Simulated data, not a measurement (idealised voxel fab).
process module | voxel gate over fins
cross-section cut | 195 nm wide | cells 5 nm
A cross-section is a grid of square cells, given in bands from the top down. A band is one or more rows of cells.
Each band's line starts with the height of the band's top and of its bottom, in nm. Then come its materials from left to right, each with its width in nm. One material with "throughout" fills the band from edge to edge. "air" is empty space.
Height 0 is the level under which the wafer as received is all one material. The lowest band goes on downwards, as in "0 down".
A width such as "30 to 40" changes by the same amount from each row of cells to the next, from the band's top row to its bottom row.
"no change" after a step means that no cell of the cross-section changed.
closed voids: empty space of 8 cells or more with no open way to the top, each as width x height at its distance from the left edge, in nm
after a step's settings: what the simulator itself notes on the step
overlay nm, on a step with a mask: how far to the right of its planned place the mask lay; to the left if negative
plan
1 op RECEIVE | material Si
2 op CONFORMAL_DEP | material SiN | thk nm 5
3 op PATTERN | tone cover | mask id FINS | material resist | width nm 15 | pitch nm 40 | thk nm 15 | overlay nm -15
4 op DIRECTIONAL_ETCH | etch materials SiN | depth nm 5
5 op DIRECTIONAL_ETCH | etch materials Si | depth nm 40
6 op STRIP | etch materials resist
7 op FILL_DEP | material SiO2 | thk nm 10
8 op CMP | height nm 5
9 op SELECTIVE_ETCH | etch materials SiO2 | depth nm 20
10 op STRIP | etch materials SiN
11 op CONFORMAL_DEP | material HfO2 | thk nm 5
12 op CONFORMAL_DEP | material TiN | thk nm 5
13 op CONFORMAL_DEP | material TiAl | thk nm 5
14 op CONFORMAL_DEP | material TiN | thk nm 5
15 op FILL_DEP | material W | thk nm 15
16 op CMP | height nm 30
17 op CONFORMAL_DEP | material SiN | thk nm 5
varied across the wafers: overlay nm of step 3. The plan shows the first wafer's value. All wafers start alike
first wafer as received, after step 1
  0 down: Si throughout
  closed voids: none
first wafer at the end, after step 17
  35 to 30: SiN throughout
  30 to 20: W throughout
  20 to 15: W 15 | TiN 135 | W 45
  15 to 10: W 15 | TiN 5 | TiAl 125 | TiN 5 | W 45
  10 to 5: W 15 | TiN 5 | TiAl 5 | TiN 35 | TiAl 5 | TiN 35 | TiAl 5 | TiN 35 | TiAl 5 | TiN 5 | W 45
  5 to 0: TiN 20 | TiAl 5 | TiN 5 | HfO2 25 | TiN 5 | TiAl 5 | TiN 5 | HfO2 25 | TiN 5 | TiAl 5 | TiN 5 | HfO2 25 | TiN 5 | TiAl 5 | TiN 50
  0 to -5: TiAl 25 | TiN 5 | HfO2 5 | Si 15 | HfO2 5 | TiN 5 | TiAl 5 | TiN 5 | HfO2 5 | Si 15 | HfO2 5 | TiN 5 | TiAl 5 | TiN 5 | HfO2 5 | Si 15 | HfO2 5 | TiN 5 | TiAl 55
  -5 to -10: TiN 30 | HfO2 5 | Si 15 | HfO2 5 | TiN 15 | HfO2 5 | Si 15 | HfO2 5 | TiN 15 | HfO2 5 | Si 15 | HfO2 5 | TiN 60
  -10 to -15: HfO2 35 | Si 15 | HfO2 25 | Si 15 | HfO2 25 | Si 15 | HfO2 65
  -15 to -40: SiO2 35 | Si 15 | SiO2 25 | Si 15 | SiO2 25 | Si 15 | SiO2 65
  -40 down: Si throughout
  closed voids: none
last wafer at the end
  35 to 30: SiN throughout
  30 to 20: W throughout
  20 to 15: W 45 | TiN 135 | W 15
  15 to 10: W 45 | TiN 5 | TiAl 125 | TiN 5 | W 15
  10 to 5: W 45 | TiN 5 | TiAl 5 | TiN 35 | TiAl 5 | TiN 35 | TiAl 5 | TiN 35 | TiAl 5 | TiN 5 | W 15
  5 to 0: TiN 50 | TiAl 5 | TiN 5 | HfO2 25 | TiN 5 | TiAl 5 | TiN 5 | HfO2 25 | TiN 5 | TiAl 5 | TiN 5 | HfO2 25 | TiN 5 | TiAl 5 | TiN 20
  0 to -5: TiAl 55 | TiN 5 | HfO2 5 | Si 15 | HfO2 5 | TiN 5 | TiAl 5 | TiN 5 | HfO2 5 | Si 15 | HfO2 5 | TiN 5 | TiAl 5 | TiN 5 | HfO2 5 | Si 15 | HfO2 5 | TiN 5 | TiAl 25
  -5 to -10: TiN 60 | HfO2 5 | Si 15 | HfO2 5 | TiN 15 | HfO2 5 | Si 15 | HfO2 5 | TiN 15 | HfO2 5 | Si 15 | HfO2 5 | TiN 30
  -10 to -15: HfO2 65 | Si 15 | HfO2 25 | Si 15 | HfO2 25 | Si 15 | HfO2 35
  -15 to -40: SiO2 65 | Si 15 | SiO2 25 | Si 15 | SiO2 25 | Si 15 | SiO2 35
  -40 down: Si throughout
  closed voids: none
each wafer at the end: cells of each material gained (+) or lost (-) since it was received, then its closed voids
overlay nm -15 | +57 HfO2 | -240 Si | +39 SiN | +150 SiO2 | +51 TiAl | +102 TiN | +114 W | closed voids: none
overlay nm -10 | +57 HfO2 | -240 Si | +39 SiN | +150 SiO2 | +51 TiAl | +102 TiN | +114 W | closed voids: none
overlay nm -5 | +57 HfO2 | -240 Si | +39 SiN | +150 SiO2 | +51 TiAl | +102 TiN | +114 W | closed voids: none
overlay nm 0 | +57 HfO2 | -240 Si | +39 SiN | +150 SiO2 | +51 TiAl | +102 TiN | +114 W | closed voids: none
overlay nm 5 | +57 HfO2 | -240 Si | +39 SiN | +150 SiO2 | +51 TiAl | +102 TiN | +114 W | closed voids: none
overlay nm 10 | +57 HfO2 | -240 Si | +39 SiN | +150 SiO2 | +51 TiAl | +102 TiN | +114 W | closed voids: none
overlay nm 15 | +57 HfO2 | -240 Si | +39 SiN | +150 SiO2 | +51 TiAl | +102 TiN | +114 W | closed voids: none
